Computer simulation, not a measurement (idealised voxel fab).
You're looking at the process module voxel transistor to metal.
The width of the displayed cross-section, cut, is 285 nm; its cells are square, with a size of 5 nm.
A cross-section in this document is a grid of square cells, and it is written down as bands, the top band listed before the ones below it; a band is made up of one or more rows of cells. Heads up on the band format: heights come first, top then bottom, in nm. After that it's the materials left to right, each with its width in nm. A single material flagged "everywhere" fills the whole band edge to edge, and "air" means there's empty space there. For the purposes of this specification, 0 denotes the height below which the wafer in its as-received condition is composed wholly of one material, and the lowermost band, lacking a lower limit, extends downward without end, as expressed in "top 0, no bottom". With a width like "30 to 40", each row of cells in the band differs from the next by the same amount, the top row carrying the first number and the bottom row the second. Key: "no alteration" - step with no changed cell in the cross-section. Empty spaces without an open route to the top, at least 8 cells in extent, make up the entry "Fully sealed cavities"; each is given as width x height at distance, where the distance is measured from the left edge, and all are in nm. after a step's settings: what the simulator itself notes on the step. "overlay nm" denotes, for a step that has a mask, the displacement of the mask to the right of its planned place, with negative values corresponding to the left.
Planned step list for the process:
1) op RECEIVE | material Si
2) op OXIDIZE | depth nm 5
3) op CONFORMAL_DEP | material SiN | thk nm 10
4) op DIRECTIONAL_DEP | material aC | thk nm 10
5) op PATTERN | tone cover | mask id ACTIVE | material resist | width nm 95 | pitch nm 115 | thk nm 30 | overlay nm 0
6) op DIRECTIONAL_ETCH | etch materials aC | depth nm 10
7) op STRIP | etch materials resist
8) op DIRECTIONAL_ETCH | etch materials SiN | depth nm 10
9) op DIRECTIONAL_ETCH | etch materials SiO2 | depth nm 5
10) op DIRECTIONAL_ETCH | etch materials Si | depth nm 30
11) op STRIP | etch materials aC
12) op FILL_DEP | material SiO2 | thk nm 10
13) op CMP | height nm 10
14) op SELECTIVE_ETCH | etch materials SiO2 | depth nm 10
15) op STRIP | etch materials SiN
16) op SELECTIVE_ETCH | etch materials SiO2 | depth nm 5
17) op OXIDIZE | depth nm 5
18) op DIRECTIONAL_DEP | material polySi | thk nm 25
19) op DIRECTIONAL_DEP | material SiCN | thk nm 10
20) op DIRECTIONAL_DEP | material aC | thk nm 15
21) op PATTERN | tone cover | mask id GATE | material resist | width nm 15 | pitch nm 115 | thk nm 30 | overlay nm 0
22) op DIRECTIONAL_ETCH | etch materials aC | depth nm 15
23) op STRIP | etch materials resist
24) op DIRECTIONAL_ETCH | etch materials SiCN | depth nm 20
25) op DIRECTIONAL_ETCH | etch materials polySi | depth nm 35
26) op STRIP | etch materials aC
27) op CONFORMAL_DEP | material SiO2 | thk nm 5
28) op DIRECTIONAL_ETCH | etch materials SiO2 | depth nm 5
29) op CONFORMAL_DEP | material SiN | thk nm 10
30) op DIRECTIONAL_ETCH | etch materials SiN | depth nm 10
31) op DIRECTIONAL_ETCH | etch materials SiO2 | depth nm 5
32) op EPI | material nSi | thk nm 5
33) op FILL_DEP | material SiO2 | thk nm 10
34) op CMP | height nm 30
35) op DIRECTIONAL_DEP | material SiO2 | thk nm 10
36) op DIRECTIONAL_DEP | material aC | thk nm 10
37) op PATTERN | tone open | mask id CONTACT | material resist | width nm 25 | thk nm 25 | overlay nm 0
38) op DIRECTIONAL_ETCH | etch materials aC | depth nm 10
39) op STRIP | etch materials resist
40) op DIRECTIONAL_ETCH | etch materials SiO2 | depth nm 45
41) op STRIP | etch materials aC
42) op CONFORMAL_DEP | material TiN | thk nm 5
43) op FILL_DEP | material W | thk nm 10
44) op CMP | height nm 40
45) op CONFORMAL_DEP | material SiN | thk nm 5
46) op DIRECTIONAL_DEP | material lowk | thk nm 25
47) op PATTERN | tone open | mask id METAL_1 | material resist | width nm 15 | thk nm 20 | overlay nm 0
48) op DIRECTIONAL_ETCH | etch materials lowk | depth nm 15
49) op DIRECTIONAL_ETCH | etch materials SiN | depth nm 5
50) op STRIP | etch materials resist
51) op CONFORMAL_DEP | material TiN | thk nm 5
52) op FILL_DEP | material Cu | thk nm 10
53) op CMP | height nm 70
54) op CONFORMAL_DEP | material SiN | thk nm 5
Across this set of wafers, the varied parameter is the depth nm of step 48. Starting conditions are identical for every wafer, and the plan reports the value assigned to the first wafer.
Cross-section: the first of several wafers in its as-received state, i.e. following step 1:
	top 0, no bottom = Si everywhere
	Fully sealed cavities: none
First of several wafers, sectioned at end of module (last step: step 54):
	top 75, bottom 70 = SiN everywhere
	top 70, bottom 60 = lowk: 45; TiN: 5; Cu: 5; TiN: 5; lowk: 45; TiN: 5; Cu: 5; TiN: 5; lowk: 40; TiN: 5; Cu: 5; TiN: 5; lowk: 45; TiN: 5; Cu: 5; TiN: 5; lowk: 50
	top 60, bottom 55 = lowk: 45; TiN: 15; lowk: 45; TiN: 15; lowk: 40; TiN: 15; lowk: 45; TiN: 15; lowk: 50
	top 55, bottom 45 = lowk everywhere
	top 45, bottom 40 = SiN everywhere
	top 40, bottom 30 = SiO2: 45; TiN: 5; W: 15 to 5; TiN: 5 to 15; SiO2: 25; TiN: 5 to 15; W: 15 to 5; TiN: 5; SiO2: 40; TiN: 5; W: 15 to 5; TiN: 5 to 15; SiO2: 25; TiN: 5 to 15; W: 15 to 5; TiN: 5; SiO2: 50
	top 30, bottom 20 = SiO2: 45; TiN: 5; W: 5; TiN: 5; SiN: 10; SiO2: 5; SiCN: 15; SiO2: 5; SiN: 10; TiN: 5; W: 5; TiN: 5; SiO2: 40; TiN: 5; W: 5; TiN: 5; SiN: 10; SiO2: 5; SiCN: 15; SiO2: 5; SiN: 10; TiN: 5; W: 5; TiN: 5; SiO2: 50
	top 20, bottom 0 = SiO2: 45; TiN: 5; W: 5; TiN: 5; SiN: 10; SiO2: 5; polySi: 15; SiO2: 5; SiN: 10; TiN: 5; W: 5; TiN: 5; SiO2: 40; TiN: 5; W: 5; TiN: 5; SiN: 10; SiO2: 5; polySi: 15; SiO2: 5; SiN: 10; TiN: 5; W: 5; TiN: 5; SiO2: 50
	top 0, bottom -5 = SiO2: 45; TiN: 15; SiN: 10; SiO2: 5; polySi: 15; SiO2: 5; SiN: 10; TiN: 15; SiO2: 40; TiN: 15; SiN: 10; SiO2: 5; polySi: 15; SiO2: 5; SiN: 10; TiN: 15; SiO2: 50
	top -5, bottom -10 = SiO2: 30; nSi: 30; SiO2: 45; nSi: 30; SiO2: 10; nSi: 30; SiO2: 45; nSi: 30; SiO2: 35
	top -10, bottom -35 = SiO2: 35; Si: 95; SiO2: 20; Si: 95; SiO2: 40
	top -35, no bottom = Si everywhere
	Fully sealed cavities: none
Cross-sectional view of the final wafer of several at the module's end:
	top 75, bottom 70 = SiN everywhere
	top 70, bottom 45 = lowk: 45; TiN: 5; Cu: 5; TiN: 5; lowk: 45; TiN: 5; Cu: 5; TiN: 5; lowk: 40; TiN: 5; Cu: 5; TiN: 5; lowk: 45; TiN: 5; Cu: 5; TiN: 5; lowk: 50
	top 45, bottom 40 = SiN: 45; TiN: 15; SiN: 45; TiN: 15; SiN: 40; TiN: 15; SiN: 45; TiN: 15; SiN: 50
	top 40, bottom 30 = SiO2: 45; TiN: 5; W: 15 to 5; TiN: 5 to 15; SiO2: 25; TiN: 5 to 15; W: 15 to 5; TiN: 5; SiO2: 40; TiN: 5; W: 15 to 5; TiN: 5 to 15; SiO2: 25; TiN: 5 to 15; W: 15 to 5; TiN: 5; SiO2: 50
	top 30, bottom 20 = SiO2: 45; TiN: 5; W: 5; TiN: 5; SiN: 10; SiO2: 5; SiCN: 15; SiO2: 5; SiN: 10; TiN: 5; W: 5; TiN: 5; SiO2: 40; TiN: 5; W: 5; TiN: 5; SiN: 10; SiO2: 5; SiCN: 15; SiO2: 5; SiN: 10; TiN: 5; W: 5; TiN: 5; SiO2: 50
	top 20, bottom 0 = SiO2: 45; TiN: 5; W: 5; TiN: 5; SiN: 10; SiO2: 5; polySi: 15; SiO2: 5; SiN: 10; TiN: 5; W: 5; TiN: 5; SiO2: 40; TiN: 5; W: 5; TiN: 5; SiN: 10; SiO2: 5; polySi: 15; SiO2: 5; SiN: 10; TiN: 5; W: 5; TiN: 5; SiO2: 50
	top 0, bottom -5 = SiO2: 45; TiN: 15; SiN: 10; SiO2: 5; polySi: 15; SiO2: 5; SiN: 10; TiN: 15; SiO2: 40; TiN: 15; SiN: 10; SiO2: 5; polySi: 15; SiO2: 5; SiN: 10; TiN: 15; SiO2: 50
	top -5, bottom -10 = SiO2: 30; nSi: 30; SiO2: 45; nSi: 30; SiO2: 10; nSi: 30; SiO2: 45; nSi: 30; SiO2: 35
	top -10, bottom -35 = SiO2: 35; Si: 95; SiO2: 20; Si: 95; SiO2: 40
	top -35, no bottom = Si everywhere
	Fully sealed cavities: none
Every row in this table is a wafer at the end of the module, and it gives, for each of the materials, the cells that wafer has gained (+) or lost (-) since it was received, then its closed voids:
depth nm 15, +8 Cu, -209 Si, +12 SiCN, +170 SiN, +419 SiO2, +112 TiN, +40 W, +249 lowk, +24 nSi, +30 polySi, Fully sealed cavities: none
depth nm 20, +12 Cu, -209 Si, +12 SiCN, +170 SiN, +419 SiO2, +120 TiN, +40 W, +237 lowk, +24 nSi, +30 polySi, Fully sealed cavities: none
depth nm 25, +20 Cu, -209 Si, +12 SiCN, +158 SiN, +419 SiO2, +136 TiN, +40 W, +225 lowk, +24 nSi, +30 polySi, Fully sealed cavities: none
depth nm 30, +20 Cu, -209 Si, +12 SiCN, +158 SiN, +419 SiO2, +136 TiN, +40 W, +225 lowk, +24 nSi, +30 polySi, Fully sealed cavities: none
depth nm 35, +20 Cu, -209 Si, +12 SiCN, +158 SiN, +419 SiO2, +136 TiN, +40 W, +225 lowk, +24 nSi, +30 polySi, Fully sealed cavities: none
depth nm 40, +20 Cu, -209 Si, +12 SiCN, +158 SiN, +419 SiO2, +136 TiN, +40 W, +225 lowk, +24 nSi, +30 polySi, Fully sealed cavities: none
